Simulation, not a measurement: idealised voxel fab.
The following is a process module called voxel self aligned vias.
This is section cut - it's 260 nm across, gridded in 5 nm square cells.
Each cross-section below is a grid of square cells, stated as bands in top-down order, with one or more rows of cells making up each band.
The band entry comprises the height of the band's top followed by the height of its bottom, expressed in nm, and subsequently the band's materials from left to right, each stated together with its width in nm. Where a single material is marked with the word "all across", that material fills the band from edge to edge. The word "blank" represents empty space.
We count height from 0. Below that, the starting wafer is all one material. The lowest band never ends at the bottom but goes on down; see "0 nm and below" for how that is written.
A two-number width, for instance "30 to 40", indicates that the width is equal to the first number in the top row of the band and to the second number in the bottom row, and that it changes by a constant amount per row of cells.
The cross-section has no changed cell in any step marked "nothing got changed".
Look at "Closed voids list" for the closed voids: empty spaces with no open path to the top, sized 8 cells or up. Each is width x height at distance, distance from the left edge, all nm.
Note: text after step settings on the step line = simulator remark on that step.
overlay nm: mask offset rightward from planned place, masked step; negative means leftward offset.
# Steps planned for the process
1: RECEIVE,material Si
2: CONFORMAL_DEP,material SiO2,thk nm 10
3: CONFORMAL_DEP,material SiCN,thk nm 5
4: DIRECTIONAL_DEP,material lowk,thk nm 30
5: PATTERN,tone open,mask id LINES,material resist,width nm 20,pitch nm 50,thk nm 20,overlay nm 0
6: DIRECTIONAL_ETCH,etch materials lowk,depth nm 30
7: STRIP,etch materials resist
8: CONFORMAL_DEP,material TiN,thk nm 5
9: FILL_DEP,material W,thk nm 10
10: CMP,height nm 45
11: SELECTIVE_ETCH,etch materials W Ru TiN,depth nm 5
12: FILL_DEP,material SiN,thk nm 10
13: CMP,height nm 45
14: DIRECTIONAL_DEP,material lowk,thk nm 20
15: MASKED_ETCH,tone open,mask id VIAS,width nm 30,etch materials lowk,depth nm 20,overlay nm 0
16: MASKED_ETCH,tone open,mask id VIAS,width nm 30,etch materials SiN,depth nm 5,overlay nm 0
17: CONFORMAL_DEP,material TiN,thk nm 5
18: FILL_DEP,material Cu,thk nm 5
19: CMP,height nm 65
20: CONFORMAL_DEP,material SiCN,thk nm 5
# Cross-section: wafer on arrival = after step 1
    0 nm and below: Si all across
    Closed voids list: none
# Look at the cross-section after the module: the wafer started out the way shown above and the plan was the one shown above, yet one mistake was made along the way
    70 nm to 65 nm: SiCN all across
    65 nm to 45 nm: 90 of lowk | 5 of TiN | 20 of Cu | 5 of TiN | 140 of lowk
    45 nm to 40 nm: 90 of lowk | 30 of TiN | 25 of lowk | 20 of SiN | 95 of lowk
    40 nm to 35 nm: 90 of lowk | 10 of TiN | 10 of W | 10 of TiN | 25 of lowk | 5 of TiN | 10 of W | 5 of TiN | 95 of lowk
    35 nm to 20 nm: 95 of lowk | 5 of TiN | 10 of W | 5 of TiN | 30 of lowk | 5 of TiN | 10 of W | 5 of TiN | 95 of lowk
    20 nm to 15 nm: 95 of lowk | 20 of TiN | 30 of lowk | 20 of TiN | 95 of lowk
    15 nm to 10 nm: SiCN all across
    10 nm to 0 nm: SiO2 all across
    0 nm and below: Si all across
    Closed voids list: none
What was done differently from what was planned? step 15 changed vs plan, executed as MASKED_ETCH,tone open,mask id VIAS,width nm 30,etch materials lowk,depth nm 30,overlay nm 0
